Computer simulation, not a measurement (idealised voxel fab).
The following process module bears the name voxel capacitor over wiring.
Section shown: cut. Width: 200 nm. Cell size: 5 nm, square.
Cross-section, as written here: a square-cell grid given band by band from the top down, where a band holds one or more rows of cells.
In this notation a band is specified by the heights of its top and bottom, in that order and in nm, after which its materials appear from left to right, each paired with its width in nm. The word "throughout" attached to a single material means that material fills the band from edge to edge; the word "empty" stands for empty space.
Counting heights begins at 0, where everything beneath is, in the wafer as received, one material. The lowest band has no bottom; it goes on downwards, as "top 0, no bottom" shows.
The two numbers in a width such as "30 to 40" mark its ends across the band: the first belongs to the top row of cells, the second to the bottom row, and from each row to the next the width moves by the same amount.
Reading "nothing altered" for a step: not a cell of the cross-section changed in it.
The list in "Closed void roster" covers empty spaces of 8 cells or more that cannot reach the top through any open way, and it gives each as width x height at distance; the distance is from the left edge, and width, height and distance are in nm.
Anything after a step's settings on that line? It's the simulator's own note about the step.
You can add "overlay nm" to a step's line. For a step with a mask, it describes how far the mask lay to the right of its planned position, and a negative number describes a lay to the left.
**The steps planned for the process are as follows**
- 1: RECEIVE with material Si
- 2: CONFORMAL_DEP with material SiO2, thk nm 15
- 3: DIRECTIONAL_DEP with material TiN, thk nm 5
- 4: DIRECTIONAL_DEP with material Ru, thk nm 15
- 5: PATTERN with tone cover, mask id METAL_1, material resist, width nm 25, pitch nm 85, thk nm 15, overlay nm 0
- 6: DIRECTIONAL_ETCH with etch materials Ru, depth nm 15
- 7: DIRECTIONAL_ETCH with etch materials TiN, depth nm 5
- 8: STRIP with etch materials resist
- 9: FILL_DEP with material lowk, thk nm 5
- 10: CMP with height nm 35
- 11: CONFORMAL_DEP with material SiCN, thk nm 5
- 12: DIRECTIONAL_DEP with material SiO2, thk nm 10
- 13: MASKED_ETCH with tone open, mask id PLUG_1, width nm 15, etch materials SiO2, depth nm 10, overlay nm 0
- 14: MASKED_ETCH with tone open, mask id PLUG_1, width nm 15, etch materials SiCN, depth nm 5, overlay nm 0
- 15: CONFORMAL_DEP with material TiN, thk nm 5
- 16: FILL_DEP with material W, thk nm 5
- 17: CMP with height nm 50
- 18: DIRECTIONAL_DEP with material TiN, thk nm 10
- 19: DIRECTIONAL_DEP with material HfO2, thk nm 5
- 20: DIRECTIONAL_DEP with material TiN, thk nm 5
- 21: DIRECTIONAL_DEP with material aC, thk nm 10
- 22: PATTERN with tone cover, mask id UPPER_PLATE, material resist, width nm 65, thk nm 30, overlay nm 0
- 23: DIRECTIONAL_ETCH with etch materials aC, depth nm 10
- 24: STRIP with etch materials resist
- 25: DIRECTIONAL_ETCH with etch materials TiN, depth nm 5
- 26: DIRECTIONAL_ETCH with etch materials HfO2, depth nm 5
- 27: STRIP with etch materials aC
- 28: MASKED_ETCH with tone cover, mask id LOWER_PLATE, width nm 75, etch materials TiN, depth nm 10, overlay nm 0
- 29: FILL_DEP with material SiO2, thk nm 20
- 30: CMP with height nm 85
- 31: MASKED_ETCH with tone open, mask id PLUG_2, width nm 15, etch materials SiO2, depth nm 15, overlay nm 0
- 32: CONFORMAL_DEP with material TiN, thk nm 5
- 33: FILL_DEP with material Cu, thk nm 5
- 34: CMP with height nm 85
- 35: CONFORMAL_DEP with material SiN, thk nm 5
**This is the cross-section of the wafer as we received it, i.e. after step 1**
  top 0, no bottom  Si throughout
  Closed void roster: none
**Here's the wafer cut in cross-section after the module, started and planned just like above, except one thing was done wrong in the run**
  top 90, bottom 85  SiN throughout
  top 85, bottom 75  65 SiO2 | 5 TiN | 5 Cu | 5 TiN | 120 SiO2
  top 75, bottom 70  65 SiO2 | 15 TiN | 120 SiO2
  top 70, bottom 65  50 SiO2 | 5 TiN | 65 SiO2 | 5 TiN | 75 SiO2
  top 65, bottom 60  55 HfO2 | 65 SiO2 | 80 HfO2
  top 60, bottom 50  TiN throughout
  top 50, bottom 40  55 SiO2 | 5 TiN | 5 W | 5 TiN | 130 SiO2
  top 40, bottom 35  55 SiCN | 15 TiN | 130 SiCN
  top 35, bottom 20  45 lowk | 25 Ru | 60 lowk | 25 Ru | 45 lowk
  top 20, bottom 15  45 lowk | 25 TiN | 60 lowk | 25 TiN | 45 lowk
  top 15, bottom 0  SiO2 throughout
  top 0, no bottom  Si throughout
  Closed void roster: none
Short version of what went wrong: step 22 did not use the planned setting and instead ran as PATTERN with tone open, mask id UPPER_PLATE, material resist, width nm 65, thk nm 30, overlay nm 0
